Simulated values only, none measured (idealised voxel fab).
process module | voxel wiring stack
cross-section cut | 220 nm wide | cells 5 nm
A cross-section is a grid of square cells, given in bands from the top down. A band is one or more rows of cells.
Each band's line starts with the height of the band's top and of its bottom, in nm. Then come its materials from left to right, each with its width in nm. One material with "throughout" fills the band from edge to edge. "air" is empty space.
Height 0 is the level under which the wafer as received is all one material. The lowest band goes on downwards, as in "0 down".
A width such as "30 to 40" changes by the same amount from each row of cells to the next, from the band's top row to its bottom row.
"no change" after a step means that no cell of the cross-section changed.
closed voids: empty space of 8 cells or more with no open way to the top, each as width x height at its distance from the left edge, in nm
after a step's settings: what the simulator itself notes on the step
overlay nm, on a step with a mask: how far to the right of its planned place the mask lay; to the left if negative
Each pair below shows a cross-section before one step and the cross-section after it, down to the lowest band that changed. The line under each pair gives the step between them, with its settings. The pairs can come from different runs of this module on the same starting wafer, so a pair continues from the pair above only where its "before" says so.
before
  140 to 135: air 25 | TiN 25 | air 25 | TiN 25 | air 25 | TiN 25 | air 70
  135 to 130: air 25 | TiN 5 | lowk 15 | TiN 5 | air 25 | TiN 5 | lowk 15 | TiN 5 | air 25 | TiN 5 | lowk 15 | TiN 5 | air 70
  130 to 125: TiN 30 | lowk 15 | TiN 5 | air 20 | TiN 10 | lowk 15 | TiN 5 | air 20 | TiN 10 | lowk 15 | TiN 5 | air 20 | TiN 50
  125 to 110: lowk 45 | TiN 5 | air 20 | TiN 5 | lowk 20 | TiN 5 | air 20 | TiN 5 | lowk 20 | TiN 5 | air 20 | TiN 5 | lowk 45
  110 to 105: lowk 30 | SiCN 15 | TiN 30 | lowk 5 | SiCN 15 | TiN 30 | lowk 5 | SiCN 15 | TiN 30 | lowk 45
  105 to 100: lowk 30 | SiCN 5 | Ru 35 | SiCN 5 | lowk 5 | SiCN 5 | Ru 35 | SiCN 5 | lowk 5 | SiCN 5 | Ru 35 | SiCN 5 | lowk 45
  100 to 95: SiCN 35 | Ru 35 | SiCN 15 | Ru 35 | SiCN 15 | Ru 35 | SiCN 50
  95 to 75: lowk 45 | Ru 15 | lowk 35 | Ru 15 | lowk 35 | Ru 15 | lowk 60
  75 to 70: SiCN 45 | Ru 15 | SiCN 35 | Ru 15 | SiCN 35 | Ru 15 | SiCN 60
  70 to 50: SiO2 40 | SiN 5 | Ru 30 | SiN 5 | SiO2 10 | SiN 5 | Ru 30 | SiN 5 | SiO2 10 | SiN 5 | Ru 30 | SiN 5 | SiO2 40
  50 to 45: SiN 45 | TiN 30 | SiN 20 | TiN 30 | SiN 20 | TiN 30 | SiN 45
  45 to 35: lowk 45 | Ru 15 | lowk 35 | Ru 15 | lowk 35 | Ru 15 | lowk 60
  35 to 30: SiCN 45 | Ru 15 | SiCN 35 | Ru 15 | SiCN 35 | Ru 15 | SiCN 60
  30 to 15: lowk 45 | Ru 30 | lowk 20 | Ru 30 | lowk 20 | Ru 30 | lowk 45
  15 to 10: lowk 45 | TiN 30 | lowk 20 | TiN 30 | lowk 20 | TiN 30 | lowk 45
  10 to 0: SiO2 throughout
  0 down: Si throughout
  closed voids: none
after
  145 to 140: W throughout
  140 to 135: W 25 | TiN 25 | W 25 | TiN 25 | W 25 | TiN 25 | W 70
  135 to 130: W 25 | TiN 5 | lowk 15 | TiN 5 | W 25 | TiN 5 | lowk 15 | TiN 5 | W 25 | TiN 5 | lowk 15 | TiN 5 | W 70
  130 to 125: TiN 30 | lowk 15 | TiN 5 | W 20 | TiN 10 | lowk 15 | TiN 5 | W 20 | TiN 10 | lowk 15 | TiN 5 | W 20 | TiN 50
  125 to 110: lowk 45 | TiN 5 | W 20 | TiN 5 | lowk 20 | TiN 5 | W 20 | TiN 5 | lowk 20 | TiN 5 | W 20 | TiN 5 | lowk 45
  below 110: unchanged
  closed voids: none
the step between: op FILL_DEP | material W | thk nm 5
before: the cross-section after the pair above
after
  125 to 110: lowk 45 | TiN 5 | W 20 | TiN 5 | lowk 20 | TiN 5 | W 20 | TiN 5 | lowk 20 | TiN 5 | W 20 | TiN 5 | lowk 45
  below 110: unchanged
  closed voids: none
the step between: op CMP | height nm 125
before: the cross-section after the pair above
after
  130 to 125: air 40 | Ru 40 | air 10 | Ru 40 | air 10 | Ru 40 | air 40
  below 125: unchanged
  closed voids: none
the step between: op EPI | material Ru | thk nm 5
before: the cross-section after the pair above
after
  135 to 130: SiCN throughout
  130 to 125: SiCN 40 | Ru 40 | SiCN 10 | Ru 40 | SiCN 10 | Ru 40 | SiCN 40
  below 125: unchanged
  closed voids: none
the step between: op FILL_DEP | material SiCN | thk nm 5
before
  95 to 75: lowk 45 | Ru 15 | lowk 35 | Ru 15 | lowk 35 | Ru 15 | lowk 60
  75 to 70: SiCN 45 | Ru 15 | SiCN 35 | Ru 15 | SiCN 35 | Ru 15 | SiCN 60
  70 to 50: SiO2 40 | SiN 5 | Ru 30 | SiN 5 | SiO2 10 | SiN 5 | Ru 30 | SiN 5 | SiO2 10 | SiN 5 | Ru 30 | SiN 5 | SiO2 40
  50 to 45: SiN 45 | TiN 30 | SiN 20 | TiN 30 | SiN 20 | TiN 30 | SiN 45
  45 to 35: lowk 45 | Ru 15 | lowk 35 | Ru 15 | lowk 35 | Ru 15 | lowk 60
  35 to 30: SiCN 45 | Ru 15 | SiCN 35 | Ru 15 | SiCN 35 | Ru 15 | SiCN 60
  30 to 15: lowk 45 | Ru 30 | lowk 20 | Ru 30 | lowk 20 | Ru 30 | lowk 45
  15 to 10: lowk 45 | TiN 30 | lowk 20 | TiN 30 | lowk 20 | TiN 30 | lowk 45
  10 to 0: SiO2 throughout
  0 down: Si throughout
  closed voids: none
after
  120 to 95: lowk throughout
  below 95: unchanged
  closed voids: none
the step between: op DIRECTIONAL_DEP | material lowk | thk nm 25
before: the cross-section after the pair above
after
  125 to 120: SiCN throughout
  below 120: unchanged
  closed voids: none
the step between: op CONFORMAL_DEP | material SiCN | thk nm 5
before: the cross-section after the pair above
after
  125 to 120: SiCN 45 | air 30 | SiCN 20 | air 30 | SiCN 20 | air 30 | SiCN 45
  below 120: unchanged
  closed voids: none
the step between: op MASKED_ETCH | tone open | mask id METAL_3 | width nm 30 | pitch nm 50 | etch materials SiCN | depth nm 5 | overlay nm 0
before: the cross-section after the pair above
after
  130 to 125: TiN 50 | air 20 | TiN 30 | air 20 | TiN 30 | air 20 | TiN 50
  125 to 120: SiCN 45 | TiN 30 | SiCN 20 | TiN 30 | SiCN 20 | TiN 30 | SiCN 45
  below 120: unchanged
  closed voids: none
the step between: op CONFORMAL_DEP | material TiN | thk nm 5
before: the cross-section after the pair above
after
  135 to 130: W throughout
  130 to 125: TiN 50 | W 20 | TiN 30 | W 20 | TiN 30 | W 20 | TiN 50
  below 125: unchanged
  closed voids: none
the step between: op FILL_DEP | material W | thk nm 5
before: the cross-section after the pair above
after
  125 to 120: SiCN 45 | TiN 30 | SiCN 20 | TiN 30 | SiCN 20 | TiN 30 | SiCN 45
  below 120: unchanged
  closed voids: none
the step between: op CMP | height nm 125
before: the cross-section after the pair above
after
  130 to 125: air 40 | Ru 40 | air 10 | Ru 40 | air 10 | Ru 40 | air 40
  below 125: unchanged
  closed voids: none
the step between: op EPI | material Ru | thk nm 5
before: the cross-section after the pair above
after
  135 to 130: SiCN throughout
  130 to 125: SiCN 40 | Ru 40 | SiCN 10 | Ru 40 | SiCN 10 | Ru 40 | SiCN 40
  below 125: unchanged
  closed voids: none
the step between: op FILL_DEP | material SiCN | thk nm 5
before
  75 to 70: SiCN throughout
  70 to 50: SiO2 40 | SiN 5 | Ru 30 | SiN 5 | SiO2 10 | SiN 5 | Ru 30 | SiN 5 | SiO2 10 | SiN 5 | Ru 30 | SiN 5 | SiO2 40
  50 to 45: SiN 45 | TiN 30 | SiN 20 | TiN 30 | SiN 20 | TiN 30 | SiN 45
  45 to 35: lowk 45 | Ru 15 | lowk 35 | Ru 15 | lowk 35 | Ru 15 | lowk 60
  35 to 30: SiCN 45 | Ru 15 | SiCN 35 | Ru 15 | SiCN 35 | Ru 15 | SiCN 60
  30 to 15: lowk 45 | Ru 30 | lowk 20 | Ru 30 | lowk 20 | Ru 30 | lowk 45
  15 to 10: lowk 45 | TiN 30 | lowk 20 | TiN 30 | lowk 20 | TiN 30 | lowk 45
  10 to 0: SiO2 throughout
  0 down: Si throughout
  closed voids: none
after
  90 to 75: lowk throughout
  below 75: unchanged
  closed voids: none
the step between: op DIRECTIONAL_DEP | material lowk | thk nm 15
before: the cross-section after the pair above
after
  110 to 90: resist 45 | air 15 | resist 35 | air 15 | resist 35 | air 15 | resist 60
  below 90: unchanged
  closed voids: none
the step between: op PATTERN | tone open | mask id PLUG_2 | material resist | width nm 15 | pitch nm 50 | thk nm 20 | overlay nm 0
before: the cross-section after the pair above
after
  110 to 90: resist 45 | air 15 | resist 35 | air 15 | resist 35 | air 15 | resist 60
  90 to 75: lowk 45 | air 15 | lowk 35 | air 15 | lowk 35 | air 15 | lowk 60
  below 75: unchanged
  closed voids: none
the step between: op DIRECTIONAL_ETCH | etch materials lowk | depth nm 20
before: the cross-section after the pair above
after
  110 to 90: resist 45 | air 15 | resist 35 | air 15 | resist 35 | air 15 | resist 60
  90 to 75: lowk 45 | air 15 | lowk 35 | air 15 | lowk 35 | air 15 | lowk 60
  75 to 70: SiCN 45 | air 15 | SiCN 35 | air 15 | SiCN 35 | air 15 | SiCN 60
  below 70: unchanged
  closed voids: none
the step between: op DIRECTIONAL_ETCH | etch materials SiCN | depth nm 5
before: the cross-section after the pair above
after
  90 to 75: lowk 45 | air 15 | lowk 35 | air 15 | lowk 35 | air 15 | lowk 60
  below 75: unchanged
  closed voids: none
the step between: op STRIP | etch materials resist
before: the cross-section after the pair above
after
  90 to 80: lowk 45 | air 15 | lowk 35 | air 15 | lowk 35 | air 15 | lowk 60
  80 to 75: lowk 45 | Ru 15 | lowk 35 | Ru 15 | lowk 35 | Ru 15 | lowk 60
  75 to 70: SiCN 45 | Ru 15 | SiCN 35 | Ru 15 | SiCN 35 | Ru 15 | SiCN 60
  below 70: unchanged
  closed voids: none
the step between: op EPI | material Ru | thk nm 10
before: the cross-section after the pair above
after
  90 to 75: lowk 45 | Ru 15 | lowk 35 | Ru 15 | lowk 35 | Ru 15 | lowk 60
  below 75: unchanged
  closed voids: none
the step between: op EPI | material Ru | thk nm 10
before: the cross-section after the pair above
after
  95 to 90: air 40 | Ru 25 | air 25 | Ru 25 | air 25 | Ru 25 | air 55
  below 90: unchanged
  closed voids: none
the step between: op EPI | material Ru | thk nm 5
before: the cross-section after the pair above
after
  100 to 95: air 35 | SiCN 35 | air 15 | SiCN 35 | air 15 | SiCN 35 | air 50
  95 to 90: SiCN 40 | Ru 25 | SiCN 25 | Ru 25 | SiCN 25 | Ru 25 | SiCN 55
  below 90: unchanged
  closed voids: none
the step between: op CONFORMAL_DEP | material SiCN | thk nm 5
before: the cross-section after the pair above
after
  125 to 120: air 35 | lowk 35 | air 15 | lowk 35 | air 15 | lowk 35 | air 50
  120 to 100: lowk throughout
  100 to 95: lowk 35 | SiCN 35 | lowk 15 | SiCN 35 | lowk 15 | SiCN 35 | lowk 50
  below 95: unchanged
  closed voids: none
the step between: op DIRECTIONAL_DEP | material lowk | thk nm 25
before: the cross-section after the pair above
after
  125 to 120: air 35 | lowk 10 | air 40 | lowk 10 | air 40 | lowk 10 | air 75
  120 to 100: lowk 45 | air 30 | lowk 20 | air 30 | lowk 20 | air 30 | lowk 45
  100 to 95: lowk 35 | SiCN 35 | air 5 | lowk 10 | SiCN 35 | air 5 | lowk 10 | SiCN 35 | air 5 | lowk 45
  below 95: unchanged
  closed voids: none
the step between: op MASKED_ETCH | tone open | mask id METAL_3 | width nm 30 | pitch nm 50 | etch materials lowk | depth nm 25 | overlay nm 0
before: the cross-section after the pair above
after
  125 to 120: air 35 | lowk 10 | air 40 | lowk 10 | air 40 | lowk 10 | air 75
  120 to 100: lowk 45 | air 30 | lowk 20 | air 30 | lowk 20 | air 30 | lowk 45
  100 to 95: lowk 35 | SiCN 10 | air 30 | lowk 10 | SiCN 10 | air 30 | lowk 10 | SiCN 10 | air 30 | lowk 45
  95 to 90: SiCN 40 | Ru 25 | SiCN 5 | air 5 | SiCN 15 | Ru 25 | SiCN 5 | air 5 | SiCN 15 | Ru 25 | SiCN 5 | air 5 | SiCN 45
  below 90: unchanged
  closed voids: none
the step between: op MASKED_ETCH | tone open | mask id METAL_3 | width nm 30 | pitch nm 50 | etch materials SiCN | depth nm 5 | overlay nm 0
before: the cross-section after the pair above
after
  130 to 125: air 30 | TiN 20 | air 30 | TiN 20 | air 30 | TiN 20 | air 70
  125 to 120: TiN 35 | lowk 10 | TiN 5 | air 20 | TiN 15 | lowk 10 | TiN 5 | air 20 | TiN 15 | lowk 10 | TiN 5 | air 20 | TiN 50
  120 to 100: lowk 45 | TiN 5 | air 20 | TiN 5 | lowk 20 | TiN 5 | air 20 | TiN 5 | lowk 20 | TiN 5 | air 20 | TiN 5 | lowk 45
  100 to 95: lowk 35 | SiCN 10 | TiN 30 | lowk 10 | SiCN 10 | TiN 30 | lowk 10 | SiCN 10 | TiN 30 | lowk 45
  95 to 90: SiCN 40 | Ru 25 | SiCN 5 | TiN 5 | SiCN 15 | Ru 25 | SiCN 5 | TiN 5 | SiCN 15 | Ru 25 | SiCN 5 | TiN 5 | SiCN 45
  below 90: unchanged
  closed voids: none
the step between: op CONFORMAL_DEP | material TiN | thk nm 5
before: the cross-section after the pair above
after
  135 to 130: W throughout
  130 to 125: W 30 | TiN 20 | W 30 | TiN 20 | W 30 | TiN 20 | W 70
  125 to 120: TiN 35 | lowk 10 | TiN 5 | W 20 | TiN 15 | lowk 10 | TiN 5 | W 20 | TiN 15 | lowk 10 | TiN 5 | W 20 | TiN 50
  120 to 100: lowk 45 | TiN 5 | W 20 | TiN 5 | lowk 20 | TiN 5 | W 20 | TiN 5 | lowk 20 | TiN 5 | W 20 | TiN 5 | lowk 45
  below 100: unchanged
  closed voids: none
the step between: op FILL_DEP | material W | thk nm 5
before: the cross-section after the pair above
after
  125 to 120: TiN 35 | lowk 10 | TiN 5 | W 20 | TiN 15 | lowk 10 | TiN 5 | W 20 | TiN 15 | lowk 10 | TiN 5 | W 20 | TiN 50
  below 120: unchanged
  closed voids: none
the step between: op CMP | height nm 125
before: the cross-section after the pair above
after
  130 to 125: Ru throughout
  below 125: unchanged
  closed voids: none
the step between: op EPI | material Ru | thk nm 5
before: the cross-section after the pair above
after
  135 to 130: SiCN throughout
  below 130: unchanged
  closed voids: none
the step between: op FILL_DEP | material SiCN | thk nm 5
before
  125 to 100: lowk throughout
  100 to 95: SiCN throughout
  95 to 75: lowk 45 | Ru 15 | lowk 35 | Ru 15 | lowk 35 | Ru 15 | lowk 60
  75 to 70: SiCN 45 | Ru 15 | SiCN 35 | Ru 15 | SiCN 35 | Ru 15 | SiCN 60
  70 to 50: SiO2 40 | SiN 5 | Ru 30 | SiN 5 | SiO2 10 | SiN 5 | Ru 30 | SiN 5 | SiO2 10 | SiN 5 | Ru 30 | SiN 5 | SiO2 40
  50 to 45: SiN 45 | TiN 30 | SiN 20 | TiN 30 | SiN 20 | TiN 30 | SiN 45
  45 to 35: lowk 45 | Ru 15 | lowk 35 | Ru 15 | lowk 35 | Ru 15 | lowk 60
  35 to 30: SiCN 45 | Ru 15 | SiCN 35 | Ru 15 | SiCN 35 | Ru 15 | SiCN 60
  30 to 15: lowk 45 | Ru 30 | lowk 20 | Ru 30 | lowk 20 | Ru 30 | lowk 45
  15 to 10: lowk 45 | TiN 30 | lowk 20 | TiN 30 | lowk 20 | TiN 30 | lowk 45
  10 to 0: SiO2 throughout
  0 down: Si throughout
  closed voids: none
after
  125 to 100: lowk 50 | air 25 | lowk 25 | air 25 | lowk 25 | air 25 | lowk 45
  below 100: unchanged
  closed voids: none
the step between: op MASKED_ETCH | tone open | mask id METAL_3 | width nm 25 | pitch nm 50 | etch materials lowk | depth nm 25 | overlay nm 0
before: the cross-section after the pair above
after
  125 to 100: lowk 50 | air 25 | lowk 25 | air 25 | lowk 25 | air 25 | lowk 45
  100 to 95: SiCN 50 | air 25 | SiCN 25 | air 25 | SiCN 25 | air 25 | SiCN 45
  below 95: unchanged
  closed voids: none
the step between: op MASKED_ETCH | tone open | mask id METAL_3 | width nm 30 | pitch nm 50 | etch materials SiCN | depth nm 5 | overlay nm 0
before: the cross-section after the pair above
after
  130 to 125: TiN 55 | air 15 | TiN 35 | air 15 | TiN 35 | air 15 | TiN 50
  125 to 100: lowk 50 | TiN 5 | air 15 | TiN 5 | lowk 25 | TiN 5 | air 15 | TiN 5 | lowk 25 | TiN 5 | air 15 | TiN 5 | lowk 45
  100 to 95: SiCN 50 | TiN 25 | SiCN 25 | TiN 25 | SiCN 25 | TiN 25 | SiCN 45
  below 95: unchanged
  closed voids: none
the step between: op CONFORMAL_DEP | material TiN | thk nm 5
before: the cross-section after the pair above
after
  135 to 130: W throughout
  130 to 125: TiN 55 | W 15 | TiN 35 | W 15 | TiN 35 | W 15 | TiN 50
  125 to 100: lowk 50 | TiN 5 | W 15 | TiN 5 | lowk 25 | TiN 5 | W 15 | TiN 5 | lowk 25 | TiN 5 | W 15 | TiN 5 | lowk 45
  below 100: unchanged
  closed voids: none
the step between: op FILL_DEP | material W | thk nm 5
before: the cross-section after the pair above
after
  125 to 100: lowk 50 | TiN 5 | W 15 | TiN 5 | lowk 25 | TiN 5 | W 15 | TiN 5 | lowk 25 | TiN 5 | W 15 | TiN 5 | lowk 45
  below 100: unchanged
  closed voids: none
the step between: op CMP | height nm 125
before: the cross-section after the pair above
after
  130 to 125: air 45 | Ru 35 | air 15 | Ru 35 | air 15 | Ru 35 | air 40
  below 125: unchanged
  closed voids: none
the step between: op EPI | material Ru | thk nm 5
before: the cross-section after the pair above
after
  135 to 130: SiCN throughout
  130 to 125: SiCN 45 | Ru 35 | SiCN 15 | Ru 35 | SiCN 15 | Ru 35 | SiCN 40
  below 125: unchanged
  closed voids: none
the step between: op FILL_DEP | material SiCN | thk nm 5
before
  125 to 100: lowk throughout
  100 to 95: SiCN throughout
  95 to 75: lowk 45 | Ru 15 | lowk 35 | Ru 15 | lowk 35 | Ru 15 | lowk 60
  75 to 70: SiCN 45 | Ru 15 | SiCN 35 | Ru 15 | SiCN 35 | Ru 15 | SiCN 60
  70 to 50: SiO2 40 | SiN 5 | Ru 30 | SiN 5 | SiO2 10 | SiN 5 | Ru 30 | SiN 5 | SiO2 10 | SiN 5 | Ru 30 | SiN 5 | SiO2 40
  50 to 45: SiN 45 | TiN 30 | SiN 20 | TiN 30 | SiN 20 | TiN 30 | SiN 45
  45 to 35: lowk 45 | Ru 15 | lowk 35 | Ru 15 | lowk 35 | Ru 15 | lowk 60
  35 to 30: SiCN 45 | Ru 15 | SiCN 35 | Ru 15 | SiCN 35 | Ru 15 | SiCN 60
  30 to 15: lowk 45 | Ru 30 | lowk 20 | Ru 30 | lowk 20 | Ru 30 | lowk 45
  15 to 10: lowk 45 | TiN 30 | lowk 20 | TiN 30 | lowk 20 | TiN 30 | lowk 45
  10 to 0: SiO2 throughout
  0 down: Si throughout
  closed voids: none
after
  125 to 100: lowk 35 | air 30 | lowk 20 | air 30 | lowk 20 | air 30 | lowk 55
  below 100: unchanged
  closed voids: none
the step between: op MASKED_ETCH | tone open | mask id METAL_3 | width nm 30 | pitch nm 50 | etch materials lowk | depth nm 25 | overlay nm -10
before: the cross-section after the pair above
after
  125 to 100: lowk 35 | air 30 | lowk 20 | air 30 | lowk 20 | air 30 | lowk 55
  100 to 95: SiCN 45 | air 20 | SiCN 30 | air 20 | SiCN 30 | air 20 | SiCN 55
  below 95: unchanged
  closed voids: none
the step between: op MASKED_ETCH | tone open | mask id METAL_3 | width nm 30 | pitch nm 50 | etch materials SiCN | depth nm 5 | overlay nm 0
before: the cross-section after the pair above
after
  130 to 125: TiN 40 | air 20 | TiN 30 | air 20 | TiN 30 | air 20 | TiN 60
  125 to 105: lowk 35 | TiN 5 | air 20 | TiN 5 | lowk 20 | TiN 5 | air 20 | TiN 5 | lowk 20 | TiN 5 | air 20 | TiN 5 | lowk 55
  105 to 100: lowk 35 | TiN 15 | air 10 | TiN 5 | lowk 20 | TiN 15 | air 10 | TiN 5 | lowk 20 | TiN 15 | air 10 | TiN 5 | lowk 55
  100 to 95: SiCN 45 | TiN 20 | SiCN 30 | TiN 20 | SiCN 30 | TiN 20 | SiCN 55
  below 95: unchanged
  closed voids: none
the step between: op CONFORMAL_DEP | material TiN | thk nm 5
before: the cross-section after the pair above
after
  135 to 130: W throughout
  130 to 125: TiN 40 | W 20 | TiN 30 | W 20 | TiN 30 | W 20 | TiN 60
  125 to 105: lowk 35 | TiN 5 | W 20 | TiN 5 | lowk 20 | TiN 5 | W 20 | TiN 5 | lowk 20 | TiN 5 | W 20 | TiN 5 | lowk 55
  105 to 100: lowk 35 | TiN 15 | W 10 | TiN 5 | lowk 20 | TiN 15 | W 10 | TiN 5 | lowk 20 | TiN 15 | W 10 | TiN 5 | lowk 55
  below 100: unchanged
  closed voids: none
the step between: op FILL_DEP | material W | thk nm 5
before: the cross-section after the pair above
after
  125 to 105: lowk 35 | TiN 5 | W 20 | TiN 5 | lowk 20 | TiN 5 | W 20 | TiN 5 | lowk 20 | TiN 5 | W 20 | TiN 5 | lowk 55
  below 105: unchanged
  closed voids: none
the step between: op CMP | height nm 125
before: the cross-section after the pair above
after
  130 to 125: air 30 | Ru 40 | air 10 | Ru 40 | air 10 | Ru 40 | air 50
  below 125: unchanged
  closed voids: none
the step between: op EPI | material Ru | thk nm 5
before: the cross-section after the pair above
after
  135 to 130: SiCN throughout
  130 to 125: SiCN 30 | Ru 40 | SiCN 10 | Ru 40 | SiCN 10 | Ru 40 | SiCN 50
  below 125: unchanged
  closed voids: none
the step between: op FILL_DEP | material SiCN | thk nm 5
before
  30 to 15: lowk 45 | Ru 30 | lowk 20 | Ru 30 | lowk 20 | Ru 30 | lowk 45
  15 to 10: lowk 45 | TiN 30 | lowk 20 | TiN 30 | lowk 20 | TiN 30 | lowk 45
  10 to 0: SiO2 throughout
  0 down: Si throughout
  closed voids: none
after
  35 to 30: SiO2 throughout
  below 30: unchanged
  closed voids: none
the step between: op CONFORMAL_DEP | material SiO2 | thk nm 5
before: the cross-section after the pair above
after
  45 to 35: lowk throughout
  below 35: unchanged
  closed voids: none
the step between: op DIRECTIONAL_DEP | material lowk | thk nm 10
before: the cross-section after the pair above
after
  45 to 35: lowk 45 | air 15 | lowk 35 | air 15 | lowk 35 | air 15 | lowk 60
  below 35: unchanged
  closed voids: none
the step between: op MASKED_ETCH | tone open | mask id PLUG_1 | width nm 15 | pitch nm 50 | etch materials lowk | depth nm 10 | overlay nm 0
before: the cross-section after the pair above
after
  50 to 45: TiN 45 | air 15 | TiN 35 | air 15 | TiN 35 | air 15 | TiN 60
  45 to 40: lowk 45 | air 15 | lowk 35 | air 15 | lowk 35 | air 15 | lowk 60
  40 to 35: lowk 45 | TiN 15 | lowk 35 | TiN 15 | lowk 35 | TiN 15 | lowk 60
  below 35: unchanged
  closed voids: none
the step between: op DIRECTIONAL_DEP | material TiN | thk nm 5
before: the cross-section after the pair above
after
  70 to 60: Ru 45 | air 15 | Ru 35 | air 15 | Ru 35 | air 15 | Ru 60
  60 to 50: Ru throughout
  50 to 45: TiN 45 | Ru 15 | TiN 35 | Ru 15 | TiN 35 | Ru 15 | TiN 60
  45 to 40: lowk 45 | Ru 15 | lowk 35 | Ru 15 | lowk 35 | Ru 15 | lowk 60
  below 40: unchanged
  closed voids: none
the step between: op DIRECTIONAL_DEP | material Ru | thk nm 20
before: the cross-section after the pair above
after
  80 to 70: aC 45 | air 15 | aC 35 | air 15 | aC 35 | air 15 | aC 60
  70 to 60: Ru 45 | aC 15 | Ru 35 | aC 15 | Ru 35 | aC 15 | Ru 60
  below 60: unchanged
  closed voids: none
the step between: op DIRECTIONAL_DEP | material aC | thk nm 10
before: the cross-section after the pair above
after
  110 to 80: air 45 | resist 30 | air 20 | resist 30 | air 20 | resist 30 | air 45
  80 to 70: aC 45 | resist 15 | aC 35 | resist 15 | aC 35 | resist 15 | aC 60
  below 70: unchanged
  closed voids: none
the step between: op PATTERN | tone cover | mask id METAL_2 | material resist | width nm 30 | pitch nm 50 | thk nm 30 | overlay nm 0
before: the cross-section after the pair above
after
  100 to 80: air 45 | resist 30 | air 20 | resist 30 | air 20 | resist 30 | air 45
  80 to 70: air 45 | resist 15 | aC 15 | air 20 | resist 15 | aC 15 | air 20 | resist 15 | aC 15 | air 45
  below 70: unchanged
  closed voids: none
the step between: op DIRECTIONAL_ETCH | etch materials aC | depth nm 10
before: the cross-section after the pair above
after
  80 to 70: air 60 | aC 15 | air 35 | aC 15 | air 35 | aC 15 | air 45
  below 70: unchanged
  closed voids: none
the step between: op STRIP | etch materials resist
before: the cross-section after the pair above
after
  80 to 70: air 60 | aC 15 | air 35 | aC 15 | air 35 | aC 15 | air 45
  70 to 60: air 45 | aC 15 | Ru 15 | air 20 | aC 15 | Ru 15 | air 20 | aC 15 | Ru 15 | air 45
  60 to 50: air 45 | Ru 30 | air 20 | Ru 30 | air 20 | Ru 30 | air 45
  below 50: unchanged
  closed voids: none
the step between: op DIRECTIONAL_ETCH | etch materials Ru | depth nm 20
before: the cross-section after the pair above
after
  80 to 70: air 60 | aC 15 | air 35 | aC 15 | air 35 | aC 15 | air 45
  70 to 60: air 45 | aC 15 | Ru 15 | air 20 | aC 15 | Ru 15 | air 20 | aC 15 | Ru 15 | air 45
  60 to 50: air 45 | Ru 30 | air 20 | Ru 30 | air 20 | Ru 30 | air 45
  50 to 45: air 45 | Ru 15 | TiN 15 | air 20 | Ru 15 | TiN 15 | air 20 | Ru 15 | TiN 15 | air 45
  below 45: unchanged
  closed voids: none
the step between: op DIRECTIONAL_ETCH | etch materials TiN | depth nm 5
before: the cross-section after the pair above
after
  70 to 60: air 60 | Ru 15 | air 35 | Ru 15 | air 35 | Ru 15 | air 45
  below 60: unchanged
  closed voids: none
the step between: op STRIP | etch materials aC
before: the cross-section after the pair above
after
  75 to 70: air 55 | SiN 25 | air 25 | SiN 25 | air 25 | SiN 25 | air 40
  70 to 60: air 55 to 40 | SiN 5 to 20 | Ru 15 | SiN 5 | air 25 to 10 | SiN 5 to 20 | Ru 15 | SiN 5 | air 25 to 10 | SiN 5 to 20 | Ru 15 | SiN 5 | air 40
  60 to 50: air 40 | SiN 5 | Ru 30 | SiN 5 | air 10 | SiN 5 | Ru 30 | SiN 5 | air 10 | SiN 5 | Ru 30 | SiN 5 | air 40
  50 to 45: SiN 45 | Ru 15 | TiN 15 | SiN 20 | Ru 15 | TiN 15 | SiN 20 | Ru 15 | TiN 15 | SiN 45
  below 45: unchanged
  closed voids: none
the step between: op CONFORMAL_DEP | material SiN | thk nm 5
before: the cross-section after the pair above
after
  80 to 75: SiO2 throughout
  75 to 70: SiO2 55 | SiN 25 | SiO2 25 | SiN 25 | SiO2 25 | SiN 25 | SiO2 40
  70 to 60: SiO2 55 to 40 | SiN 5 to 20 | Ru 15 | SiN 5 | SiO2 25 to 10 | SiN 5 to 20 | Ru 15 | SiN 5 | SiO2 25 to 10 | SiN 5 to 20 | Ru 15 | SiN 5 | SiO2 40
  60 to 50: SiO2 40 | SiN 5 | Ru 30 | SiN 5 | SiO2 10 | SiN 5 | Ru 30 | SiN 5 | SiO2 10 | SiN 5 | Ru 30 | SiN 5 | SiO2 40
  below 50: unchanged
  closed voids: none
the step between: op FILL_DEP | material SiO2 | thk nm 5
before: the cross-section after the pair above
after
  70 to 60: SiO2 55 to 40 | SiN 5 to 20 | Ru 15 | SiN 5 | SiO2 25 to 10 | SiN 5 to 20 | Ru 15 | SiN 5 | SiO2 25 to 10 | SiN 5 to 20 | Ru 15 | SiN 5 | SiO2 40
  below 60: unchanged
  closed voids: none
the step between: op CMP | height nm 70
before: the cross-section after the pair above
after
  75 to 70: SiCN throughout
  below 70: unchanged
  closed voids: none
the step between: op CONFORMAL_DEP | material SiCN | thk nm 5
before: the cross-section after the pair above
after
  95 to 75: lowk throughout
  below 75: unchanged
  closed voids: none
the step between: op DIRECTIONAL_DEP | material lowk | thk nm 20
before: the cross-section after the pair above
after
  115 to 95: resist 45 | air 15 | resist 35 | air 15 | resist 35 | air 15 | resist 60
  below 95: unchanged
  closed voids: none
the step between: op PATTERN | tone open | mask id PLUG_2 | material resist | width nm 15 | pitch nm 50 | thk nm 20 | overlay nm 0
before: the cross-section after the pair above
after
  115 to 95: resist 45 | air 15 | resist 35 | air 15 | resist 35 | air 15 | resist 60
  95 to 75: lowk 45 | air 15 | lowk 35 | air 15 | lowk 35 | air 15 | lowk 60
  below 75: unchanged
  closed voids: none
the step between: op DIRECTIONAL_ETCH | etch materials lowk | depth nm 20
before: the cross-section after the pair above
after
  115 to 95: resist 45 | air 15 | resist 35 | air 15 | resist 35 | air 15 | resist 60
  95 to 75: lowk 45 | air 15 | lowk 35 | air 15 | lowk 35 | air 15 | lowk 60
  75 to 70: SiCN 45 | air 15 | SiCN 35 | air 15 | SiCN 35 | air 15 | SiCN 60
  below 70: unchanged
  closed voids: none
the step between: op DIRECTIONAL_ETCH | etch materials SiCN | depth nm 5
before: the cross-section after the pair above
after
  95 to 75: lowk 45 | air 15 | lowk 35 | air 15 | lowk 35 | air 15 | lowk 60
  below 75: unchanged
  closed voids: none
the step between: op STRIP | etch materials resist
before: the cross-section after the pair above
after
  100 to 95: SiCN 50 | air 5 | SiCN 45 | air 5 | SiCN 45 | air 5 | SiCN 65
  95 to 75: lowk 45 | SiCN 5 | air 5 | SiCN 5 | lowk 35 | SiCN 5 | air 5 | SiCN 5 | lowk 35 | SiCN 5 | air 5 | SiCN 5 | lowk 60
  75 to 70: SiCN throughout
  below 70: unchanged
  closed voids: none
the step between: op CONFORMAL_DEP | material SiCN | thk nm 5
